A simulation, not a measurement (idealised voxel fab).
Module name: voxel self aligned vias (process module)
Pictured: cross-section cut, 220 nm wide, on a grid of 5 nm square cells.
Format of a cross-section: grid, square cells. Given as bands. Order: top down. Band: one or more rows of cells. A band entry consists of two parts. The first gives the height of the band's top and the height of its bottom, in nm. The rest lists the band's materials from left to right, each with its width in nm. A single material labelled with the word "everywhere" fills the band from edge to edge, and the word "empty" marks empty space. Heads up on the height convention: 0 is the point under which the incoming wafer is all one material, and the lowest band has no bottom, it just keeps going down, like "from 0 down". You'd read "30..40" like this: the band's top row of cells is as wide as the first number, its bottom row is as wide as the second, and going down, every row changes width by the same amount as the row before did. Where a step carries "no modification", the cross-section came out of it unchanged, cell for cell. Reported under the label "Enclosed void listing" are the empty spaces having no open way to the top and comprising 8 cells or more; the notation for each is width x height at distance, in which the distance is measured from the left edge and all three values are in nm. The remark found on a step's line after its settings is issued by the simulator itself and pertains to that step. "overlay nm" denotes, for a step that has a mask, the displacement of the mask to the right of its planned place, with negative values corresponding to the left.

THESE ARE THE STEPS WE PLANNED FOR THE PROCESS
1 RECEIVE [material Si]
2 CONFORMAL_DEP [material SiO2] [thk nm 10]
3 CONFORMAL_DEP [material SiCN] [thk nm 5]
4 DIRECTIONAL_DEP [material lowk] [thk nm 25]
5 MASKED_ETCH [tone open] [mask id LINES] [width nm 20] [pitch nm 60] [etch materials lowk] [depth nm 25] [overlay nm 0]
6 CONFORMAL_DEP [material TiN] [thk nm 5]
7 FILL_DEP [material W] [thk nm 5]
8 CMP [height nm 40]
9 SELECTIVE_ETCH [etch materials W Ru TiN] [depth nm 5]
10 FILL_DEP [material SiN] [thk nm 10]
11 CMP [height nm 40]
12 DIRECTIONAL_DEP [material lowk] [thk nm 20]
13 MASKED_ETCH [tone open] [mask id VIAS] [width nm 40] [pitch nm 60] [etch materials lowk] [depth nm 20] [overlay nm 0]
14 MASKED_ETCH [tone open] [mask id VIAS] [width nm 40] [pitch nm 60] [etch materials SiN] [depth nm 5] [overlay nm 0]
15 CONFORMAL_DEP [material TiN] [thk nm 5]
16 FILL_DEP [material W] [thk nm 5]
17 CMP [height nm 60]
18 CONFORMAL_DEP [material SiN] [thk nm 5]

AS RECEIVED (POST STEP 1): CROSS-SECTION
* from 0 down | Si everywhere
* Enclosed void listing: none

MODULE COMPLETE, CROSS-SECTION. STARTING POINT AND PLAN PER ABOVE. ONE MISTAKE MADE IN RUNNING THE MODULE
* from 65 to 60 | SiN everywhere
* from 60 to 40 | W everywhere
* from 40 to 35 | 70 nm lowk; 20 nm SiN; 40 nm lowk; 20 nm SiN; 70 nm lowk
* from 35 to 20 | 70 nm lowk; 5 nm TiN; 10 nm W; 5 nm TiN; 40 nm lowk; 5 nm TiN; 10 nm W; 5 nm TiN; 70 nm lowk
* from 20 to 15 | 70 nm lowk; 20 nm TiN; 40 nm lowk; 20 nm TiN; 70 nm lowk
* from 15 to 10 | SiCN everywhere
* from 10 to 0 | SiO2 everywhere
* from 0 down | Si everywhere
* Enclosed void listing: none
Against the plan, the run slipped here: step 12 off recipe, ran as DIRECTIONAL_DEP [material W] [thk nm 20]
